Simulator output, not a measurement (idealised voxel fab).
You're looking at the process module voxel trench capacitor.
Displayed cross-section: cut, width of 185 nm, square cells sized 5 nm.
Cross-section layout: square cells on a grid; listed as bands, top to bottom; a band spans one or more cell rows.
Basically the band line says how high the top is and how high the bottom is, in nm, and then what's in it from left to right, every material with its width in nm. Empty space shows up as "empty", and if a single material carries "edge to edge" it runs the full band edge to edge.
All heights in this document are referenced to 0, defined as the level beneath which the wafer, as received, consists entirely of one material. The lowest band is not bounded below; it extends indefinitely downward and is written in the form "0 nm and below".
A two-number width, for instance "30 to 40", indicates that the width is equal to the first number in the top row of the band and to the second number in the bottom row, and that it changes by a constant amount per row of cells.
Reading "nothing changed" for a step: not a cell of the cross-section changed in it.
Heads up: "Entrapped void list" only lists the empty pockets with no open path to the top that are 8 cells or more, and it writes them as width x height at distance, distance from the left edge, in nm.
On a step's line, text after the settings is the simulator commenting on that step.
The optional step-line setting "overlay nm" applies to steps with a mask and quantifies how far to the right of its planned location the mask lay, a negative value indicating leftward placement.
This section lists the process steps that were planned
step 1: RECEIVE [material Si]
step 2: CONFORMAL_DEP [material SiN] [thk nm 10]
step 3: DIRECTIONAL_DEP [material aC] [thk nm 15]
step 4: PATTERN [tone open] [mask id TRENCH] [material resist] [width nm 30] [pitch nm 50] [thk nm 35] [overlay nm 0]
step 5: DIRECTIONAL_ETCH [etch materials aC] [depth nm 15]
step 6: STRIP [etch materials resist]
step 7: DIRECTIONAL_ETCH [etch materials SiN] [depth nm 10]
step 8: DIRECTIONAL_ETCH [etch materials Si] [depth nm 25]
step 9: STRIP [etch materials aC]
step 10: CONFORMAL_DEP [material Al2O3] [thk nm 5]
step 11: CONFORMAL_DEP [material TiN] [thk nm 5]
step 12: FILL_DEP [material W] [thk nm 5]
step 13: CMP [height nm 10]
Wafer at receipt (post step 1), cross-section
> 0 nm and below | Si edge to edge
> Entrapped void list: none
The following cross-section depicts the wafer upon conclusion of the module. Processing commenced from the starting condition illustrated above and adhered to the plan illustrated above, save for one mistake in execution
> 25 nm to 20 nm | W edge to edge
> 20 nm to 15 nm | TiN: 60 / W: 10 / TiN: 40 / W: 10 / TiN: 65
> 15 nm to 10 nm | Al2O3: 55 / TiN: 5 / W: 10 / TiN: 5 / Al2O3: 30 / TiN: 5 / W: 10 / TiN: 5 / Al2O3: 60
> 10 nm to 0 nm | SiN: 50 / Al2O3: 5 / TiN: 5 / W: 10 / TiN: 5 / Al2O3: 5 / SiN: 20 / Al2O3: 5 / TiN: 5 / W: 10 / TiN: 5 / Al2O3: 5 / SiN: 55
> 0 nm to -15 nm | Si: 50 / Al2O3: 5 / TiN: 5 / W: 10 / TiN: 5 / Al2O3: 5 / Si: 20 / Al2O3: 5 / TiN: 5 / W: 10 / TiN: 5 / Al2O3: 5 / Si: 55
> -15 nm to -20 nm | Si: 50 / Al2O3: 5 / TiN: 20 / Al2O3: 5 / Si: 20 / Al2O3: 5 / TiN: 20 / Al2O3: 5 / Si: 55
> -20 nm to -25 nm | Si: 50 / Al2O3: 30 / Si: 20 / Al2O3: 30 / Si: 55
> -25 nm and below | Si edge to edge
> Entrapped void list: none
Against the plan, the run slipped here: the plan's step 13 was left out and never carried out
